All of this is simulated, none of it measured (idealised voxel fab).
Name of the process module below: voxel capacitor over wiring
It is cross-section cut that appears here, measuring 175 nm in width, its square cells being 5 nm in size.
When this document writes out a cross-section, it uses a grid of square cells and lists it as bands, beginning at the top and moving down, with a band standing for one or more rows of cells. Band: top and bottom heights (nm) first, top before bottom; then materials from left to right, widths in nm. "throughout" marks a sole material filling the band edge to edge. "air" denotes empty space. Height datum 0, below which the as-received substrate wafer is one material. Lowest band open at the bottom, running downward: "top 0, no bottom". The two numbers in a width such as "30..40" mark its ends across the band: the first belongs to the top row of cells, the second to the bottom row, and from each row to the next the width moves by the same amount. For the purposes of this document, the phrase "nothing got changed" attached to a step denotes that no cell within the cross-section was modified by that step. Each empty space that has no open way to the top and spans at least 8 cells appears under "Enclosed void listing" as width x height at distance, the distance counted from the left edge, all in nm. If you see something after the settings on a step's line, that's the simulator's own remark about that step. Regarding "overlay nm": on a step with a mask, it is the distance the mask lay to the right of its planned place; a negative value places it to the left.
Plan:
1,RECEIVE,material Si
2,CONFORMAL_DEP,material SiO2,thk nm 10
3,CONFORMAL_DEP,material SiN,thk nm 5
4,DIRECTIONAL_DEP,material lowk,thk nm 25
5,MASKED_ETCH,tone open,mask id METAL_1,width nm 20,pitch nm 75,etch materials lowk,depth nm 25,overlay nm 0
6,MASKED_ETCH,tone open,mask id METAL_1,width nm 20,pitch nm 75,etch materials SiN,depth nm 5,overlay nm 0
7,CONFORMAL_DEP,material TiN,thk nm 5
8,FILL_DEP,material Cu,thk nm 10
9,CMP,height nm 40
10,EPI,material Ru,thk nm 5
11,FILL_DEP,material SiCN,thk nm 5
12,DIRECTIONAL_DEP,material lowk,thk nm 20
13,PATTERN,tone open,mask id PLUG_1,material resist,width nm 15,thk nm 15,overlay nm 0
14,DIRECTIONAL_ETCH,etch materials lowk,depth nm 20
15,DIRECTIONAL_ETCH,etch materials SiCN,depth nm 5
16,STRIP,etch materials resist
17,CONFORMAL_DEP,material TiN,thk nm 5
18,FILL_DEP,material Cu,thk nm 10
19,CMP,height nm 70
20,DIRECTIONAL_DEP,material TiN,thk nm 10
21,DIRECTIONAL_DEP,material SiN,thk nm 5
22,DIRECTIONAL_DEP,material TiN,thk nm 10
23,DIRECTIONAL_DEP,material aC,thk nm 15
24,PATTERN,tone cover,mask id UPPER_PLATE,material resist,width nm 60,thk nm 35,overlay nm 0
25,DIRECTIONAL_ETCH,etch materials aC,depth nm 15
26,STRIP,etch materials resist
27,DIRECTIONAL_ETCH,etch materials TiN,depth nm 10
28,DIRECTIONAL_ETCH,etch materials SiN,depth nm 5
29,STRIP,etch materials aC
30,DIRECTIONAL_DEP,material aC,thk nm 15
31,PATTERN,tone cover,mask id LOWER_PLATE,material resist,width nm 70,thk nm 30,overlay nm 0
32,DIRECTIONAL_ETCH,etch materials aC,depth nm 15
33,STRIP,etch materials resist
34,DIRECTIONAL_ETCH,etch materials TiN,depth nm 10
35,STRIP,etch materials aC
36,FILL_DEP,material SiO2,thk nm 15
37,CMP,height nm 105
38,MASKED_ETCH,tone open,mask id PLUG_2,width nm 15,etch materials SiO2,depth nm 10,overlay nm 0
39,CONFORMAL_DEP,material TiN,thk nm 5
40,FILL_DEP,material Ru,thk nm 5
41,CMP,height nm 105
42,CONFORMAL_DEP,material SiCN,thk nm 5
Wafer cross-section on receipt, i.e. after step 1:
	top 0, no bottom: Si throughout
	Enclosed void listing: none
Cross-section at module end, one run error; start and plan unchanged from above:
	top 110, bottom 105: SiCN throughout
	top 105, bottom 100: SiO2 (55)  TiN (5)  Ru (5)  TiN (5)  SiO2 (105)
	top 100, bottom 95: SiO2 (55)  TiN (15)  SiO2 (105)
	top 95, bottom 85: SiO2 (45)  TiN (60)  SiO2 (70)
	top 85, bottom 80: SiO2 (45)  SiN (60)  SiO2 (70)
	top 80, bottom 70: SiO2 (40)  TiN (70)  SiO2 (65)
	top 70, bottom 50: lowk (45)  TiN (5)  Cu (5)  TiN (5)  lowk (115)
	top 50, bottom 45: SiCN (45)  TiN (15)  SiCN (115)
	top 45, bottom 40: SiCN (40)  Ru (30)  SiCN (45)  Ru (30)  SiCN (30)
	top 40, bottom 20: lowk (45)  TiN (5)  Cu (10)  TiN (5)  lowk (55)  TiN (5)  Cu (10)  TiN (5)  lowk (35)
	top 20, bottom 15: lowk (45)  TiN (5)  Cu (5)  TiN (10)  lowk (55)  TiN (5)  Cu (5)  TiN (10)  lowk (35)
	top 15, bottom 10: SiN (45)  TiN (15)  SiN (60)  TiN (15)  SiN (40)
	top 10, bottom 0: SiO2 throughout
	top 0, no bottom: Si throughout
	Enclosed void listing: none
Finding, execution versus plan: step 5 was not run as planned; what actually ran was MASKED_ETCH,tone open,mask id METAL_1,width nm 20,pitch nm 75,etch materials lowk,depth nm 25,overlay nm 5
